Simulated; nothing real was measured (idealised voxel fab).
process module | voxel self aligned vias
cross-section cut | 225 nm wide | cells 5 nm
A cross-section is a grid of square cells, given in bands from the top down. A band is one or more rows of cells.
Each band's line starts with the height of the band's top and of its bottom, in nm. Then come its materials from left to right, each with its width in nm. One material with "throughout" fills the band from edge to edge. "air" is empty space.
Height 0 is the level under which the wafer as received is all one material. The lowest band goes on downwards, as in "0 down".
A width such as "30 to 40" changes by the same amount from each row of cells to the next, from the band's top row to its bottom row.
"no change" after a step means that no cell of the cross-section changed.
closed voids: empty space of 8 cells or more with no open way to the top, each as width x height at its distance from the left edge, in nm
after a step's settings: what the simulator itself notes on the step
overlay nm, on a step with a mask: how far to the right of its planned place the mask lay; to the left if negative
plan
1 op RECEIVE | material Si
2 op CONFORMAL_DEP | material SiO2 | thk nm 15
3 op CONFORMAL_DEP | material SiCN | thk nm 5
4 op DIRECTIONAL_DEP | material SiO2 | thk nm 20
5 op DIRECTIONAL_DEP | material aC | thk nm 10
6 op PATTERN | tone open | mask id LINES | material resist | width nm 20 | pitch nm 45 | thk nm 25 | overlay nm 0
7 op DIRECTIONAL_ETCH | etch materials aC | depth nm 10
8 op STRIP | etch materials resist
9 op DIRECTIONAL_ETCH | etch materials SiO2 | depth nm 20
10 op STRIP | etch materials aC
11 op CONFORMAL_DEP | material TiN | thk nm 5
12 op FILL_DEP | material Ru | thk nm 10
13 op CMP | height nm 40
14 op SELECTIVE_ETCH | etch materials W Ru TiN | depth nm 5
15 op FILL_DEP | material SiN | thk nm 10
16 op CMP | height nm 40
17 op DIRECTIONAL_DEP | material SiO2 | thk nm 10
18 op MASKED_ETCH | tone open | mask id VIAS | width nm 30 | etch materials SiO2 | depth nm 20 | overlay nm 0
19 op MASKED_ETCH | tone open | mask id VIAS | width nm 30 | etch materials SiN | depth nm 5 | overlay nm 0
20 op CONFORMAL_DEP | material TiN | thk nm 5
21 op FILL_DEP | material Ru | thk nm 5
22 op CMP | height nm 60
23 op CONFORMAL_DEP | material SiCN | thk nm 5
varied across the wafers: thk nm of step 17. The plan shows the first wafer's value. All wafers start alike
first wafer as received, after step 1
  0 down: Si throughout
  closed voids: none
first wafer at the end, after step 23
  65 to 60: SiCN throughout
  60 to 55: Ru throughout
  55 to 50: TiN 80 | Ru 20 | TiN 125
  50 to 40: SiO2 75 | TiN 5 | Ru 20 | TiN 5 | SiO2 120
  40 to 35: SiO2 75 | TiN 30 | SiO2 20 | SiN 20 | SiO2 80
  35 to 25: SiO2 75 to 80 | TiN 10 to 5 | Ru 10 | TiN 10 to 5 | SiO2 20 to 25 | TiN 5 | Ru 10 | TiN 5 | SiO2 80
  25 to 20: SiO2 80 | TiN 20 | SiO2 25 | TiN 20 | SiO2 80
  20 to 15: SiCN throughout
  15 to 0: SiO2 throughout
  0 down: Si throughout
  closed voids: none
last wafer at the end
  65 to 60: SiCN throughout
  60 to 55: SiO2 75 | TiN 30 | SiO2 120
  55 to 40: SiO2 throughout
  40 to 35: SiO2 80 | SiN 20 | SiO2 25 | SiN 20 | SiO2 80
  35 to 25: SiO2 80 | TiN 5 | Ru 10 | TiN 5 | SiO2 25 | TiN 5 | Ru 10 | TiN 5 | SiO2 80
  25 to 20: SiO2 80 | TiN 20 | SiO2 25 | TiN 20 | SiO2 80
  20 to 15: SiCN throughout
  15 to 0: SiO2 throughout
  0 down: Si throughout
  closed voids: none
each wafer at the end: cells of each material gained (+) or lost (-) since it was received, then its closed voids
thk nm 10 | +65 Ru | +90 SiCN | +4 SiN | +357 SiO2 | +69 TiN | closed voids: none
thk nm 15 | +24 Ru | +90 SiCN | +4 SiN | +398 SiO2 | +69 TiN | closed voids: none
thk nm 20 | +22 Ru | +90 SiCN | +4 SiN | +439 SiO2 | +30 TiN | closed voids: none
thk nm 25 | +16 Ru | +90 SiCN | +8 SiN | +445 SiO2 | +26 TiN | closed voids: none
thk nm 30 | +12 Ru | +90 SiCN | +8 SiN | +451 SiO2 | +24 TiN | closed voids: none
thk nm 35 | +8 Ru | +90 SiCN | +8 SiN | +457 SiO2 | +22 TiN | closed voids: none
